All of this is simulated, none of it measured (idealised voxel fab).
Herein follows the process module entitled voxel ribs on slabs.
Cross-section cut spans 155 nm and uses square cells 5 nm in size.
When this document writes out a cross-section, it uses a grid of square cells and lists it as bands, beginning at the top and moving down, with a band standing for one or more rows of cells.
This entry defines a band. It first specifies the height of the band's top and the height of its bottom in nm, and then specifies the band's materials from left to right, stating each material with its width in nm. The word "edge to edge" identifies a single material that fills the band from edge to edge, while the word "air" identifies empty space.
Heads up on the height convention: 0 is the point under which the incoming wafer is all one material, and the lowest band has no bottom, it just keeps going down, like "0 down".
Width: "30->40" (first number = top row, second number = bottom row, same change from row to row of cells).
Given "nothing got changed" for a step, no cell of the cross-section differs between before and after that step.
"Tabulated closed voids" specifies each empty space that is not open to the top and that occupies no fewer than 8 cells, using the form width x height at distance, the distance measured from the left edge and all three quantities in nm.
Past the settings on a step's line: simulator remark, on that step.
overlay nm: step with mask; distance mask lay right of planned place; negative value = left of planned place.

LISTED BELOW ARE THE PROCESS STEPS AS PLANNED
1: RECEIVE | material Si
2: DIRECTIONAL_DEP | material SiO2 | thk nm 30
3: DIRECTIONAL_DEP | material polySi | thk nm 25
4: PATTERN | tone cover | mask id RIB | material resist | width nm 20 | thk nm 15 | overlay nm 0
5: DIRECTIONAL_ETCH | etch materials polySi | depth nm 10
6: STRIP | etch materials resist
7: MASKED_ETCH | tone cover | mask id SLAB | width nm 60 | etch materials polySi | depth nm 15 | overlay nm 0
8: FILL_DEP | material SiO2 | thk nm 25
9: CMP | height nm 70
10: DIRECTIONAL_DEP | material W | thk nm 10
11: PATTERN | tone cover | mask id HEATER | material resist | width nm 40 | thk nm 15 | overlay nm 0
12: DIRECTIONAL_ETCH | etch materials W | depth nm 10
13: STRIP | etch materials resist
14: CONFORMAL_DEP | material SiO2 | thk nm 10
Quick note for whoever runs this: the wafers start identical, but the width nm at step 4 isn't the same across them. The plan just shows what the first wafer had.

CROSS-SECTION, FIRST OF SEVERAL WAFERS, AS DELIVERED AFTER STEP 1
    0 down = Si edge to edge
    Tabulated closed voids: none

HERE IS THE CROSS-SECTION OF THE FIRST OF SEVERAL WAFERS AT THE END OF THE MODULE, AFTER ITS LAST STEP, STEP 14
    90 to 80 = 45 of air  60 of SiO2  50 of air
    80 to 70 = 55 of SiO2  40 of W  60 of SiO2
    70 to 55 = SiO2 edge to edge
    55 to 45 = 65 of SiO2  20 of polySi  70 of SiO2
    45 to 30 = 45 of SiO2  60 of polySi  50 of SiO2
    30 to 0 = SiO2 edge to edge
    0 down = Si edge to edge
    Tabulated closed voids: none

CROSS-SECTION, MODULE END, FINAL OF SEVERAL WAFERS
    90 to 80 = 45 of air  60 of SiO2  50 of air
    80 to 70 = 55 of SiO2  40 of W  60 of SiO2
    70 to 55 = SiO2 edge to edge
    55 to 45 = 55 of SiO2  45 of polySi  55 of SiO2
    45 to 30 = 45 of SiO2  60 of polySi  50 of SiO2
    30 to 0 = SiO2 edge to edge
    0 down = Si edge to edge
    Tabulated closed voids: none

GAINED (+) OR LOST (-) CELLS OF EACH MATERIAL SINCE RECEIPT, THEN CLOSED VOIDS: ONE ROW PER WAFER, AT THE END OF THE MODULE
width nm 20 | +460 SiO2 | +16 W | +44 polySi | Tabulated closed voids: none
width nm 25 | +458 SiO2 | +16 W | +46 polySi | Tabulated closed voids: none
width nm 30 | +456 SiO2 | +16 W | +48 polySi | Tabulated closed voids: none
width nm 35 | +454 SiO2 | +16 W | +50 polySi | Tabulated closed voids: none
width nm 40 | +452 SiO2 | +16 W | +52 polySi | Tabulated closed voids: none
width nm 45 | +450 SiO2 | +16 W | +54 polySi | Tabulated closed voids: none
